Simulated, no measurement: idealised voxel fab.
process module | voxel trench capacitor
cross-section cut | 215 nm wide | cells 5 nm
A cross-section is a grid of square cells, given in bands from the top down. A band is one or more rows of cells.
Each band's line starts with the height of the band's top and of its bottom, in nm. Then come its materials from left to right, each with its width in nm. One material with "throughout" fills the band from edge to edge. "air" is empty space.
Height 0 is the level under which the wafer as received is all one material. The lowest band goes on downwards, as in "0 down".
A width such as "30 to 40" changes by the same amount from each row of cells to the next, from the band's top row to its bottom row.
"no change" after a step means that no cell of the cross-section changed.
closed voids: empty space of 8 cells or more with no open way to the top, each as width x height at its distance from the left edge, in nm
after a step's settings: what the simulator itself notes on the step
overlay nm, on a step with a mask: how far to the right of its planned place the mask lay; to the left if negative
plan
1 op RECEIVE | material Si
2 op CONFORMAL_DEP | material SiN | thk nm 10
3 op DIRECTIONAL_DEP | material aC | thk nm 15
4 op PATTERN | tone open | mask id TRENCH | material resist | width nm 30 | pitch nm 50 | thk nm 30 | overlay nm 0
5 op DIRECTIONAL_ETCH | etch materials aC | depth nm 15
6 op STRIP | etch materials resist
7 op DIRECTIONAL_ETCH | etch materials SiN | depth nm 10
8 op DIRECTIONAL_ETCH | etch materials Si | depth nm 35
9 op STRIP | etch materials aC
10 op CONFORMAL_DEP | material HfO2 | thk nm 5
11 op CONFORMAL_DEP | material TiN | thk nm 5
12 op FILL_DEP | material W | thk nm 10
13 op CMP | height nm 10
as received, after step 1
  0 down: Si throughout
  closed voids: none
first wafer at the end, as planned
  10 to 0: SiN 15 | HfO2 5 | TiN 5 | W 10 | TiN 5 | HfO2 5 | SiN 20 | HfO2 5 | TiN 5 | W 10 | TiN 5 | HfO2 5 | SiN 20 | HfO2 5 | TiN 5 | W 10 | TiN 5 | HfO2 5 | SiN 20 | HfO2 5 | TiN 5 | W 10 | TiN 5 | HfO2 5 | SiN 20
  0 to -25: Si 15 | HfO2 5 | TiN 5 | W 10 | TiN 5 | HfO2 5 | Si 20 | HfO2 5 | TiN 5 | W 10 | TiN 5 | HfO2 5 | Si 20 | HfO2 5 | TiN 5 | W 10 | TiN 5 | HfO2 5 | Si 20 | HfO2 5 | TiN 5 | W 10 | TiN 5 | HfO2 5 | Si 20
  -25 to -30: Si 15 | HfO2 5 | TiN 20 | HfO2 5 | Si 20 | HfO2 5 | TiN 20 | HfO2 5 | Si 20 | HfO2 5 | TiN 20 | HfO2 5 | Si 20 | HfO2 5 | TiN 20 | HfO2 5 | Si 20
  -30 to -35: Si 15 | HfO2 30 | Si 20 | HfO2 30 | Si 20 | HfO2 30 | Si 20 | HfO2 30 | Si 20
  -35 down: Si throughout
  closed voids: none
second wafer at the end: like start, like plan, one mistake
  10 to 0: SiN 15 | TiN 5 | HfO2 5 | W 10 | HfO2 5 | TiN 5 | SiN 20 | TiN 5 | HfO2 5 | W 10 | HfO2 5 | TiN 5 | SiN 20 | TiN 5 | HfO2 5 | W 10 | HfO2 5 | TiN 5 | SiN 20 | TiN 5 | HfO2 5 | W 10 | HfO2 5 | TiN 5 | SiN 20
  0 to -25: Si 15 | TiN 5 | HfO2 5 | W 10 | HfO2 5 | TiN 5 | Si 20 | TiN 5 | HfO2 5 | W 10 | HfO2 5 | TiN 5 | Si 20 | TiN 5 | HfO2 5 | W 10 | HfO2 5 | TiN 5 | Si 20 | TiN 5 | HfO2 5 | W 10 | HfO2 5 | TiN 5 | Si 20
  -25 to -30: Si 15 | TiN 5 | HfO2 20 | TiN 5 | Si 20 | TiN 5 | HfO2 20 | TiN 5 | Si 20 | TiN 5 | HfO2 20 | TiN 5 | Si 20 | TiN 5 | HfO2 20 | TiN 5 | Si 20
  -30 to -35: Si 15 | TiN 30 | Si 20 | TiN 30 | Si 20 | TiN 30 | Si 20 | TiN 30 | Si 20
  -35 down: Si throughout
  closed voids: none
what went wrong: steps 10 and 11 were swapped
at the end the second wafer has, in cells: 16 fewer of HfO2 | 16 more of TiN
